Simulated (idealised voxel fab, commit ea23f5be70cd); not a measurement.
Proc. module: voxel trench capacitor
Square cells of 5 nm make up the cross-section cut, whose width is 280 nm.
Cross-section layout: square cells on a grid; listed as bands, top to bottom; a band spans one or more cell rows.
This entry defines a band. It first specifies the height of the band's top and the height of its bottom in nm, and then specifies the band's materials from left to right, stating each material with its width in nm. The word "everywhere" identifies a single material that fills the band from edge to edge, while the word "empty" identifies empty space.
Zero point of the height axis is 0; under it, received wafer = one material. Lowest band: continues down indefinitely, "0 down".
Think of "30 to 40" as a width that walks from the first number to the second as you go down the band, top row to bottom row, taking equal-sized steps from row to row.
Step marked "stayed the same"? Then no cell in the cross-section changed in it.
"Closed internal voids" means: voids of 8 cells or more that are shut off from the top with no open way through. Written width x height at distance, distance from the left edge, in nm.
Past the settings on a step's line: simulator remark, on that step.
"overlay nm" answers the question of how far to the right of plan the mask lay on a step that has a mask, and when it is negative the answer is to the left.

STEPS IN THE PROCESS PLAN
step 1: RECEIVE,material Si
step 2: CONFORMAL_DEP,material SiN,thk nm 10
step 3: MASKED_ETCH,tone open,mask id TRENCH,width nm 25,pitch nm 55,etch materials SiN,depth nm 10,overlay nm 0
step 4: MASKED_ETCH,tone open,mask id TRENCH,width nm 25,pitch nm 55,etch materials Si,depth nm 30,overlay nm 0
step 5: CONFORMAL_DEP,material SiO2,thk nm 5
step 6: FILL_DEP,material polySi,thk nm 5
step 7: CMP,height nm 10

THE FOLLOWING PERTAINS TO THE FIRST OF TWO WAFERS, WHICH WAS PROCESSED AS PLANNED

DELIVERED WAFER IN CROSS-SECTION: STATE AFTER STEP 1
  0 down = Si everywhere
  Closed internal voids: none

CROSS-SECTION: WAFER STATE AFTER STEP 2
  10 to 0 = SiN everywhere
  Note: structure below 0 unchanged.

CROSS-SECTION: WAFER STATE AFTER STEP 3
  10 to 0 = 45 of SiN; 25 of empty; 30 of SiN; 25 of empty; 30 of SiN; 25 of empty; 30 of SiN; 25 of empty; 45 of SiN
  Note: structure below 0 unchanged.

CROSS-SECTION: WAFER STATE AFTER STEP 4
  10 to 0 = 45 of SiN; 25 of empty; 30 of SiN; 25 of empty; 30 of SiN; 25 of empty; 30 of SiN; 25 of empty; 45 of SiN
  0 to -30 = 45 of Si; 25 of empty; 30 of Si; 25 of empty; 30 of Si; 25 of empty; 30 of Si; 25 of empty; 45 of Si
  Note: structure below -30 unchanged.

CROSS-SECTION: WAFER STATE AFTER STEP 5
  15 to 10 = 50 of SiO2; 15 of empty; 40 of SiO2; 15 of empty; 40 of SiO2; 15 of empty; 40 of SiO2; 15 of empty; 50 of SiO2
  10 to 0 = 45 of SiN; 5 of SiO2; 15 of empty; 5 of SiO2; 30 of SiN; 5 of SiO2; 15 of empty; 5 of SiO2; 30 of SiN; 5 of SiO2; 15 of empty; 5 of SiO2; 30 of SiN; 5 of SiO2; 15 of empty; 5 of SiO2; 45 of SiN
  0 to -25 = 45 of Si; 5 of SiO2; 15 of empty; 5 of SiO2; 30 of Si; 5 of SiO2; 15 of empty; 5 of SiO2; 30 of Si; 5 of SiO2; 15 of empty; 5 of SiO2; 30 of Si; 5 of SiO2; 15 of empty; 5 of SiO2; 45 of Si
  -25 to -30 = 45 of Si; 25 of SiO2; 30 of Si; 25 of SiO2; 30 of Si; 25 of SiO2; 30 of Si; 25 of SiO2; 45 of Si
  Note: structure below -30 unchanged.

CROSS-SECTION: WAFER STATE AFTER STEP 6
  20 to 15 = polySi everywhere
  15 to 10 = 50 of SiO2; 15 of polySi; 40 of SiO2; 15 of polySi; 40 of SiO2; 15 of polySi; 40 of SiO2; 15 of polySi; 50 of SiO2
  10 to 0 = 45 of SiN; 5 of SiO2; 15 of polySi; 5 of SiO2; 30 of SiN; 5 of SiO2; 15 of polySi; 5 of SiO2; 30 of SiN; 5 of SiO2; 15 of polySi; 5 of SiO2; 30 of SiN; 5 of SiO2; 15 of polySi; 5 of SiO2; 45 of SiN
  0 to -25 = 45 of Si; 5 of SiO2; 15 of polySi; 5 of SiO2; 30 of Si; 5 of SiO2; 15 of polySi; 5 of SiO2; 30 of Si; 5 of SiO2; 15 of polySi; 5 of SiO2; 30 of Si; 5 of SiO2; 15 of polySi; 5 of SiO2; 45 of Si
  Note: structure below -25 unchanged.

CROSS-SECTION: WAFER STATE AFTER STEP 7
  10 to 0 = 45 of SiN; 5 of SiO2; 15 of polySi; 5 of SiO2; 30 of SiN; 5 of SiO2; 15 of polySi; 5 of SiO2; 30 of SiN; 5 of SiO2; 15 of polySi; 5 of SiO2; 30 of SiN; 5 of SiO2; 15 of polySi; 5 of SiO2; 45 of SiN
  Note: structure below 0 unchanged.

COMPANION WAFER, THE SECOND OF TWO: SAME BEGINNING, SAME INTENDED SEQUENCE, ONE MISTAKE IN CARRYING IT OUT; THROUGH STEP 3 INCLUSIVE IT TRACKS THE FIRST EXACTLY

SECOND WAFER, SECTIONED VIEW, AT STEP 4'S PLANNED END TIME
  10 to 0 = 45 of SiN; 25 of empty; 30 of SiN; 25 of empty; 30 of SiN; 25 of empty; 30 of SiN; 25 of empty; 45 of SiN
  0 to -60 = 45 of Si; 25 of empty; 30 of Si; 25 of empty; 30 of Si; 25 of empty; 30 of Si; 25 of empty; 45 of Si
  Note: structure below -60 unchanged.

SECOND WAFER, SECTIONED VIEW, AT STEP 5'S PLANNED END TIME
  15 to 10 = 50 of SiO2; 15 of empty; 40 of SiO2; 15 of empty; 40 of SiO2; 15 of empty; 40 of SiO2; 15 of empty; 50 of SiO2
  10 to 0 = 45 of SiN; 5 of SiO2; 15 of empty; 5 of SiO2; 30 of SiN; 5 of SiO2; 15 of empty; 5 of SiO2; 30 of SiN; 5 of SiO2; 15 of empty; 5 of SiO2; 30 of SiN; 5 of SiO2; 15 of empty; 5 of SiO2; 45 of SiN
  0 to -55 = 45 of Si; 5 of SiO2; 15 of empty; 5 of SiO2; 30 of Si; 5 of SiO2; 15 of empty; 5 of SiO2; 30 of Si; 5 of SiO2; 15 of empty; 5 of SiO2; 30 of Si; 5 of SiO2; 15 of empty; 5 of SiO2; 45 of Si
  -55 to -60 = 45 of Si; 25 of SiO2; 30 of Si; 25 of SiO2; 30 of Si; 25 of SiO2; 30 of Si; 25 of SiO2; 45 of Si
  Note: structure below -60 unchanged.

SECOND WAFER, SECTIONED VIEW, AT STEP 6'S PLANNED END TIME
  20 to 15 = polySi everywhere
  15 to 10 = 50 of SiO2; 15 of polySi; 40 of SiO2; 15 of polySi; 40 of SiO2; 15 of polySi; 40 of SiO2; 15 of polySi; 50 of SiO2
  10 to 0 = 45 of SiN; 5 of SiO2; 15 of polySi; 5 of SiO2; 30 of SiN; 5 of SiO2; 15 of polySi; 5 of SiO2; 30 of SiN; 5 of SiO2; 15 of polySi; 5 of SiO2; 30 of SiN; 5 of SiO2; 15 of polySi; 5 of SiO2; 45 of SiN
  0 to -55 = 45 of Si; 5 of SiO2; 15 of polySi; 5 of SiO2; 30 of Si; 5 of SiO2; 15 of polySi; 5 of SiO2; 30 of Si; 5 of SiO2; 15 of polySi; 5 of SiO2; 30 of Si; 5 of SiO2; 15 of polySi; 5 of SiO2; 45 of Si
  Note: structure below -55 unchanged.

SECOND WAFER, SECTIONED VIEW, AT STEP 7'S PLANNED END TIME
  10 to 0 = 45 of SiN; 5 of SiO2; 15 of polySi; 5 of SiO2; 30 of SiN; 5 of SiO2; 15 of polySi; 5 of SiO2; 30 of SiN; 5 of SiO2; 15 of polySi; 5 of SiO2; 30 of SiN; 5 of SiO2; 15 of polySi; 5 of SiO2; 45 of SiN
  Note: structure below 0 unchanged.
Processing error: the plan's step 4 ran twice
Materials where the second wafer ends with more or fewer cells than the first: Si -120; SiO2 +48; polySi +72
